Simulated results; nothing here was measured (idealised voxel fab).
process module | voxel self aligned contacts
Section shown: cut. Width: 185 nm. Cell size: 5 nm, square.
In this document a cross-section is written as a grid of square cells. It is given as a series of bands, listed from the top down, and a band is one or more rows of cells. Read a band's entry like this: the first values are the height of its top and the height of its bottom in nm, and what follows is the sequence of materials from left to right, each with its width in nm. Note that "blank" is empty space, and that a single material marked "everywhere" reaches across the band from edge to edge. Ref level 0: as-received wafer is one material below here. Bottom band extends down with no lower bound ("top 0, no bottom"). The notation "30 to 40" denotes a width that varies across the rows of cells in the band, beginning at the first number in the top row, finishing at the second number in the bottom row, and changing by an identical amount from each row to the next. When a step is marked "no modifications", none of the cells in the cross-section changed during that step. Heads up: "Catalogued sealed voids" only lists the empty pockets with no open path to the top that are 8 cells or more, and it writes them as width x height at distance, distance from the left edge, in nm. Whatever follows a step's settings on its line is a remark the simulator itself makes about that step. overlay nm: right-of-plan distance of the mask on a masked step; negative values mean left-of-plan.

-- The process steps that were planned are listed below
1) RECEIVE, material Si
2) CONFORMAL_DEP, material SiO2, thk nm 5
3) DIRECTIONAL_DEP, material polySi, thk nm 25
4) DIRECTIONAL_DEP, material SiN, thk nm 15
5) PATTERN, tone cover, mask id GATE, material resist, width nm 25, pitch nm 50, thk nm 20, overlay nm 0
6) DIRECTIONAL_ETCH, etch materials SiN, depth nm 15
7) DIRECTIONAL_ETCH, etch materials polySi, depth nm 25
8) STRIP, etch materials resist
9) CONFORMAL_DEP, material SiN, thk nm 5
10) DIRECTIONAL_ETCH, etch materials SiN, depth nm 5
11) FILL_DEP, material SiO2, thk nm 20
12) CMP, height nm 55
13) PATTERN, tone open, mask id CONTACT, material resist, width nm 35, thk nm 15, overlay nm 0
14) DIRECTIONAL_ETCH, etch materials SiO2, depth nm 55
15) STRIP, etch materials resist
16) CONFORMAL_DEP, material TiN, thk nm 5
17) FILL_DEP, material W, thk nm 10
18) CMP, height nm 55
19) CONFORMAL_DEP, material SiN, thk nm 5

-- Received-state cross-section, reflecting completion of step 1
* top 0, no bottom | Si everywhere
* Catalogued sealed voids: none

-- What the wafer looks like in cross-section after this module, when it starts as shown above and follows the plan above but one mistake is made in running it
* top 60, bottom 55 | SiN everywhere
* top 55, bottom 45 | 70 SiO2, 5 to 20 TiN, 35 to 5 W, 5 to 20 TiN, 70 SiO2
* top 45, bottom 30 | 50 SiO2, 35 SiN, 5 TiN, 5 W, 5 TiN, 35 SiN, 50 SiO2
* top 30, bottom 5 | 50 SiO2, 5 SiN, 25 polySi, 5 SiN, 5 TiN, 5 W, 5 TiN, 5 SiN, 25 polySi, 5 SiN, 50 SiO2
* top 5, bottom 0 | 85 SiO2, 15 TiN, 85 SiO2
* top 0, no bottom | Si everywhere
* Catalogued sealed voids: none
Plan not followed: step 13 ran with different settings than intended, the actual operation and settings being PATTERN, tone open, mask id CONTACT, material resist, width nm 45, thk nm 15, overlay nm 0
